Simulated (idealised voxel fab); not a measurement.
Title: Process Module voxel transistor to metal
cross-section cut | 150 nm wide | cells 5 nm
Throughout this document, each cross-section is represented as a grid of square cells and is presented as a sequence of bands enumerated from the top downward, where a band comprises one or more rows of cells.
Heads up on the band format: heights come first, top then bottom, in nm. After that it's the materials left to right, each with its width in nm. A single material flagged "all across" fills the whole band edge to edge, and "air" means there's empty space there.
The reference from which all heights are counted is 0, the level beneath which the as-received wafer is entirely one material; the lowest band, having no lower bound, proceeds downward and is written after the example "z 0 and below".
The notation "30..40" denotes a width that varies across the rows of cells in the band, beginning at the first number in the top row, finishing at the second number in the bottom row, and changing by an identical amount from each row to the next.
"stayed the same" (step): cross-section cells unchanged, all of them.
What "Closed void roster" gives you is every empty space of 8 cells or more that is cut off from the top. Each appears as width x height at distance, with the distance taken from the left edge and width, height and distance all in nm.
On a step's line, text after the settings is the simulator commenting on that step.
"overlay nm" answers the question of how far to the right of plan the mask lay on a step that has a mask, and when it is negative the answer is to the left.
LISTED BELOW ARE THE PROCESS STEPS AS PLANNED
1: RECEIVE, material Si
2: CONFORMAL_DEP, material SiO2, thk nm 5
3: CONFORMAL_DEP, material SiN, thk nm 10
4: PATTERN, tone cover, mask id ACTIVE, material resist, width nm 90, thk nm 15, overlay nm 0
5: DIRECTIONAL_ETCH, etch materials SiN, depth nm 10
6: DIRECTIONAL_ETCH, etch materials SiO2, depth nm 5
7: DIRECTIONAL_ETCH, etch materials Si, depth nm 30
8: STRIP, etch materials resist
9: FILL_DEP, material SiO2, thk nm 5
10: CMP, height nm 15
11: SELECTIVE_ETCH, etch materials SiO2, depth nm 5
12: STRIP, etch materials SiN
13: SELECTIVE_ETCH, etch materials SiO2, depth nm 5
14: OXIDIZE, depth nm 5
15: DIRECTIONAL_DEP, material polySi, thk nm 30
16: DIRECTIONAL_DEP, material SiCN, thk nm 15
17: DIRECTIONAL_DEP, material aC, thk nm 15
18: PATTERN, tone cover, mask id GATE, material resist, width nm 20, thk nm 35, overlay nm 0
19: DIRECTIONAL_ETCH, etch materials aC, depth nm 15
20: STRIP, etch materials resist
21: DIRECTIONAL_ETCH, etch materials SiCN, depth nm 25
22: DIRECTIONAL_ETCH, etch materials polySi, depth nm 40
23: STRIP, etch materials aC
24: CONFORMAL_DEP, material SiN, thk nm 5
25: DIRECTIONAL_ETCH, etch materials SiN, depth nm 5
26: DIRECTIONAL_ETCH, etch materials SiO2, depth nm 5
27: DIRECTIONAL_ETCH, etch materials Si, depth nm 10
28: EPI, material SiGe, thk nm 15
29: FILL_DEP, material SiO2, thk nm 10
30: CMP, height nm 45
31: DIRECTIONAL_DEP, material SiO2, thk nm 15
32: DIRECTIONAL_DEP, material aC, thk nm 15
33: PATTERN, tone open, mask id CONTACT, material resist, width nm 15, pitch nm 65, thk nm 35, overlay nm 0
34: DIRECTIONAL_ETCH, etch materials aC, depth nm 15
35: STRIP, etch materials resist
36: DIRECTIONAL_ETCH, etch materials SiO2, depth nm 60
37: STRIP, etch materials aC
38: CONFORMAL_DEP, material TiN, thk nm 5
39: FILL_DEP, material Ru, thk nm 5
40: CMP, height nm 60
41: CONFORMAL_DEP, material SiN, thk nm 5
42: DIRECTIONAL_DEP, material SiO2, thk nm 25
43: MASKED_ETCH, tone open, mask id METAL_1, width nm 15, pitch nm 65, etch materials SiO2, depth nm 25, overlay nm 0
44: MASKED_ETCH, tone open, mask id METAL_1, width nm 15, pitch nm 65, etch materials SiN, depth nm 5, overlay nm 0
45: CONFORMAL_DEP, material TiN, thk nm 5
46: FILL_DEP, material Ru, thk nm 5
47: CMP, height nm 90
48: CONFORMAL_DEP, material SiCN, thk nm 5
Where the wafers of this document differ is in the width nm of step 33; they start out the same, and the plan states the value that applied to the first wafer.
AFTER STEP 1, AS RECEIVED: FIRST OF SEVERAL WAFERS, CROSS-SECTION
* z 0 and below: Si all across
* Closed void roster: none
FIRST OF SEVERAL WAFERS, SECTIONED AT END OF MODULE (LAST STEP: STEP 48)
* z 95 to 90: SiCN all across
* z 90 to 65: 35 nm SiO2  5 nm TiN  5 nm Ru  5 nm TiN  50 nm SiO2  5 nm TiN  5 nm Ru  5 nm TiN  35 nm SiO2
* z 65 to 60: 35 nm SiN  15 nm TiN  50 nm SiN  15 nm TiN  35 nm SiN
* z 60 to 45: 35 nm SiO2  5 nm TiN  5 nm Ru  5 nm TiN  50 nm SiO2  5 nm TiN  5 nm Ru  5 nm TiN  35 nm SiO2
* z 45 to 30: 35 nm SiO2  5 nm TiN  5 nm Ru  5 nm TiN  10 nm SiO2  5 nm SiN  20 nm SiCN  5 nm SiN  10 nm SiO2  5 nm TiN  5 nm Ru  5 nm TiN  35 nm SiO2
* z 30 to 15: 35 nm SiO2  5 nm TiN  5 nm Ru  5 nm TiN  10 nm SiO2  5 nm SiN  20 nm polySi  5 nm SiN  10 nm SiO2  5 nm TiN  5 nm Ru  5 nm TiN  35 nm SiO2
* z 15 to 10: 35 nm SiO2  15 nm TiN  10 nm SiO2  5 nm SiN  20 nm polySi  5 nm SiN  10 nm SiO2  15 nm TiN  35 nm SiO2
* z 10 to 5: 35 nm SiO2  10 nm TiN  15 nm SiGe  5 nm SiN  20 nm polySi  5 nm SiN  15 nm SiGe  10 nm TiN  35 nm SiO2
* z 5 to 0: 25 nm SiO2  5 nm SiN  5 nm SiO2  10 nm TiN  15 nm SiGe  5 nm SiN  20 nm polySi  5 nm SiN  15 nm SiGe  10 nm TiN  5 nm SiO2  5 nm SiN  25 nm SiO2
* z 0 to -5: 30 nm SiO2  30 nm SiGe  30 nm SiO2  30 nm SiGe  30 nm SiO2
* z -5 to -15: 30 nm SiO2  30 nm SiGe  30 nm Si  30 nm SiGe  30 nm SiO2
* z -15 to -30: 30 nm SiO2  90 nm Si  30 nm SiO2
* z -30 and below: Si all across
* Closed void roster: none
THE FINAL WAFER, SECTIONED AT MODULE END
* z 95 to 90: SiCN all across
* z 90 to 65: 35 nm SiO2  5 nm TiN  5 nm Ru  5 nm TiN  50 nm SiO2  5 nm TiN  5 nm Ru  5 nm TiN  35 nm SiO2
* z 65 to 60: 35 nm SiN  15 nm TiN  50 nm SiN  15 nm TiN  35 nm SiN
* z 60 to 45: 30 nm SiO2  5 nm TiN  20 nm Ru  5 nm TiN  35 nm SiO2  5 nm TiN  20 nm Ru  5 nm TiN  25 nm SiO2
* z 45 to 30: 30 nm SiO2  5 nm TiN  20 nm Ru  5 nm TiN  5 nm SiN  20 nm SiCN  5 nm SiN  5 nm SiO2  5 nm TiN  20 nm Ru  5 nm TiN  25 nm SiO2
* z 30 to 15: 30 nm SiO2  5 nm TiN  20 nm Ru  5 nm TiN  5 nm SiN  20 nm polySi  5 nm SiN  5 nm SiO2  5 nm TiN  20 nm Ru  5 nm TiN  25 nm SiO2
* z 15 to 10: 30 nm SiO2  5 nm TiN  5 nm Ru  20 nm TiN  5 nm SiN  20 nm polySi  5 nm SiN  5 nm SiO2  15 nm TiN  10 nm Ru  5 nm TiN  25 nm SiO2
* z 10 to 5: 30 nm SiO2  5 nm TiN  5 nm Ru  5 nm TiN  15 nm SiGe  5 nm SiN  20 nm polySi  5 nm SiN  15 nm SiGe  5 nm TiN  5 nm Ru  10 nm TiN  25 nm SiO2
* z 5 to 0: 25 nm SiO2  5 nm SiN  15 nm TiN  15 nm SiGe  5 nm SiN  20 nm polySi  5 nm SiN  15 nm SiGe  15 nm TiN  5 nm SiN  25 nm SiO2
* z 0 to -5: 30 nm SiO2  30 nm SiGe  30 nm SiO2  30 nm SiGe  30 nm SiO2
* z -5 to -15: 30 nm SiO2  30 nm SiGe  30 nm Si  30 nm SiGe  30 nm SiO2
* z -15 to -30: 30 nm SiO2  90 nm Si  30 nm SiO2
* z -30 and below: Si all across
* Closed void roster: none
WHERE EACH WAFER STANDS AT THE END OF THE MODULE, A ROW APIECE: CELLS OF EACH MATERIAL GAINED (+) OR LOST (-) SINCE IT WAS RECEIVED, THEN CLOSED VOIDS
width nm 15; +28 Ru; -114 Si; +42 SiCN; +48 SiGe; +44 SiN; +422 SiO2; +76 TiN; +24 polySi; Closed void roster: none
width nm 20; +48 Ru; -114 Si; +42 SiCN; +48 SiGe; +44 SiN; +400 SiO2; +78 TiN; +24 polySi; Closed void roster: none
width nm 25; +68 Ru; -114 Si; +42 SiCN; +48 SiGe; +44 SiN; +378 SiO2; +80 TiN; +24 polySi; Closed void roster: none
width nm 30; +87 Ru; -114 Si; +42 SiCN; +48 SiGe; +44 SiN; +357 SiO2; +82 TiN; +24 polySi; Closed void roster: none
